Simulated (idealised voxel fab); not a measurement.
The process module presented herein is designated voxel local oxidation.
In the cross-section labelled cut, the width is 240 nm and each square cell is 5 nm.
The cross-sections in this document take the form of a grid made of square cells. They are written out as bands, in order from top to bottom. Each band consists of one or more rows of cells. Basically the band line says how high the top is and how high the bottom is, in nm, and then what's in it from left to right, every material with its width in nm. Empty space shows up as "air", and if a single material carries "throughout" it runs the full band edge to edge. Where do heights start? At 0: under that level the wafer as delivered is made of one material only. And the lowest band has no floor; it just carries on downward, as in "top 0, no bottom". Width spec "30->40" -> top row of cells at first value, bottom row at second value, equal per-row change in between. Any step labelled "changes: none" changed none of the cells in the cross-section. Heads up: "Sealed void listing" only lists the empty pockets with no open path to the top that are 8 cells or more, and it writes them as width x height at distance, distance from the left edge, in nm. Note: text after step settings on the step line = simulator remark on that step. "overlay nm" on a masked step: distance the mask lay right of its planned place, negative for left.
The following list gives the planned process steps:
1: RECEIVE: material Si
2: OXIDIZE: depth nm 5
3: CONFORMAL_DEP: material SiN, thk nm 10
4: DIRECTIONAL_DEP: material aC, thk nm 15
5: PATTERN: tone cover, mask id ACTIVE, material resist, width nm 100, thk nm 35, overlay nm 0
6: DIRECTIONAL_ETCH: etch materials aC, depth nm 15
7: STRIP: etch materials resist
8: DIRECTIONAL_ETCH: etch materials SiN, depth nm 10
9: STRIP: etch materials aC
10: SELECTIVE_ETCH: etch materials SiO2, depth nm 5
11: OXIDIZE: depth nm 15
12: STRIP: etch materials SiN
The first wafer of two, processed as planned:
Wafer cross-section on receipt, i.e. after step 1:
top 0, no bottom = Si throughout
Sealed void listing: none
After step 2:
top 0, bottom -5 = SiO2 throughout
Nothing below the height -5 has changed.
After step 3:
top 10, bottom 0 = SiN throughout
Nothing below the height 0 has changed.
After step 4:
top 25, bottom 10 = aC throughout
Nothing below the height 10 has changed.
After step 5:
top 60, bottom 25 = air 70  resist 100  air 70
Nothing below the height 25 has changed.
After step 6:
top 45, bottom 25 = air 70  resist 100  air 70
top 25, bottom 10 = air 70  aC 100  air 70
Nothing below the height 10 has changed.
After step 7:
top 25, bottom 10 = air 70  aC 100  air 70
Nothing below the height 10 has changed.
After step 8:
top 25, bottom 10 = air 70  aC 100  air 70
top 10, bottom 0 = air 70  SiN 100  air 70
Nothing below the height 0 has changed.
After step 9:
top 10, bottom 0 = air 70  SiN 100  air 70
Nothing below the height 0 has changed.
After step 10:
top 10, bottom 0 = air 70  SiN 100  air 70
top 0, bottom -5 = air 75  SiO2 90  air 75
Nothing below the height -5 has changed.
After step 11:
top 10, bottom 0 = air 70  SiN 100  air 70
top 0, bottom -5 = air 75  SiO2 90  air 75
top -5, bottom -20 = SiO2 90  Si 60  SiO2 90
Nothing below the height -20 has changed.
After step 12:
top 0, bottom -5 = air 75  SiO2 90  air 75
Nothing below the height -5 has changed.
Second Wafer (Identical Start and Plan, One Processing Error; Matches First Wafer Through Step 4):
Cross-section of the second wafer at the time by which step 5 should have been completed according to the plan:
top 60, bottom 25 = air 75  resist 95  air 70
Nothing below the height 25 has changed.
Cross-section of the second wafer at the time by which step 6 should have been completed according to the plan:
top 45, bottom 25 = air 75  resist 95  air 70
top 25, bottom 10 = air 75  aC 95  air 70
Nothing below the height 10 has changed.
Cross-section of the second wafer at the time by which step 7 should have been completed according to the plan:
top 25, bottom 10 = air 75  aC 95  air 70
Nothing below the height 10 has changed.
Cross-section of the second wafer at the time by which step 8 should have been completed according to the plan:
top 25, bottom 10 = air 75  aC 95  air 70
top 10, bottom 0 = air 75  SiN 95  air 70
Nothing below the height 0 has changed.
Cross-section of the second wafer at the time by which step 9 should have been completed according to the plan:
top 10, bottom 0 = air 75  SiN 95  air 70
Nothing below the height 0 has changed.
Cross-section of the second wafer at the time by which step 10 should have been completed according to the plan:
top 10, bottom 0 = air 75  SiN 95  air 70
top 0, bottom -5 = air 80  SiO2 85  air 75
Nothing below the height -5 has changed.
Cross-section of the second wafer at the time by which step 11 should have been completed according to the plan:
top 10, bottom 0 = air 75  SiN 95  air 70
top 0, bottom -5 = air 80  SiO2 85  air 75
top -5, bottom -20 = SiO2 95  Si 55  SiO2 90
Nothing below the height -20 has changed.
Cross-section of the second wafer at the time by which step 12 should have been completed according to the plan:
top 0, bottom -5 = air 80  SiO2 85  air 75
Nothing below the height -5 has changed.
Heads up, the wafer didn't run the way we planned it: step 5 was run on a setting that differed from the plan, and what really ran there is PATTERN: tone cover, mask id ACTIVE, material resist, width nm 95, thk nm 35, overlay nm 0
Final tally in cells, some materials are higher or lower on the second wafer than on the first: Si: 3 fewer; SiO2: 2 more
